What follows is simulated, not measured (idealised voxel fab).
Title: Process Module voxel plated lines
FYI the section here is cut, 255 nm wide, cells are 5 nm squares.
Just so we're on the same page, the cross-sections are grids of square cells, and they're listed out in bands top to bottom, each band one or more rows deep. Within each band entry, the heights of the top and of the bottom of the band appear first, in that order and in nm; the materials of the band then follow from left to right, each with its corresponding width in nm. The designation "full width" on a single material indicates that it fills the band from edge to edge; the designation "empty" indicates empty space. It should be noted that heights are counted from 0, beneath which the wafer as supplied is of one material throughout, and that the lowest band possesses no lower boundary but continues downward, as written in "z 0 and below". Think of "30 to 40" as a width that walks from the first number to the second as you go down the band, top row to bottom row, taking equal-sized steps from row to row. Step note "no modifications" = no cross-section cell changed. Look at "Closed void table" for the closed voids: empty spaces with no open path to the top, sized 8 cells or up. Each is width x height at distance, distance from the left edge, all nm. Read whatever lies past the settings on a step's line as the simulator's own remark about the step. "overlay nm" on a masked step: distance the mask lay right of its planned place, negative for left.

The process steps that were planned are listed below:
step 1: RECEIVE | material Si
step 2: CONFORMAL_DEP | material Al2O3 | thk nm 15
step 3: DIRECTIONAL_DEP | material TiN | thk nm 5
step 4: PATTERN | tone open | mask id LINES | material resist | width nm 15 | pitch nm 40 | thk nm 30 | overlay nm 0
step 5: EPI | material Ru | thk nm 10
step 6: EPI | material Ru | thk nm 5
step 7: STRIP | etch materials resist
step 8: DIRECTIONAL_ETCH | etch materials TiN | depth nm 5
step 9: CONFORMAL_DEP | material SiO2 | thk nm 5

Cross-section of the wafer upon arrival, representing the state reached after step 1:
> z 0 and below: Si full width
> Closed void table: none

Run as planned - first of the two wafers cross-sectioned at the end of the module:
> z 40 to 35: 95 of empty / 25 of SiO2 / 15 of empty / 25 of SiO2 / 95 of empty
> z 35 to 20: 95 of empty / 5 of SiO2 / 15 of Ru / 5 of SiO2 / 15 of empty / 5 of SiO2 / 15 of Ru / 5 of SiO2 / 95 of empty
> z 20 to 15: 100 of SiO2 / 15 of TiN / 25 of SiO2 / 15 of TiN / 100 of SiO2
> z 15 to 0: Al2O3 full width
> z 0 and below: Si full width
> Closed void table: none

Cross-section, second wafer: same start as the first, same plan as the first, one mistake in running it; taken at the end of the module:
> z 40 to 35: 95 of empty / 30 of SiO2 / 10 of empty / 30 of SiO2 / 90 of empty
> z 35 to 20: 95 of empty / 5 of SiO2 / 20 of Ru / 5 of SiO2 / 10 of empty / 5 of SiO2 / 20 of Ru / 5 of SiO2 / 90 of empty
> z 20 to 15: 100 of SiO2 / 20 of TiN / 20 of SiO2 / 20 of TiN / 95 of SiO2
> z 15 to 0: Al2O3 full width
> z 0 and below: Si full width
> Closed void table: none
Error vs. plan: step 4 ran with different settings than intended, the actual operation and settings being PATTERN | tone open | mask id LINES | material resist | width nm 20 | pitch nm 40 | thk nm 30 | overlay nm 0
Materials where the second wafer ends with more or fewer cells than the first: Ru: 6 more; TiN: 2 more
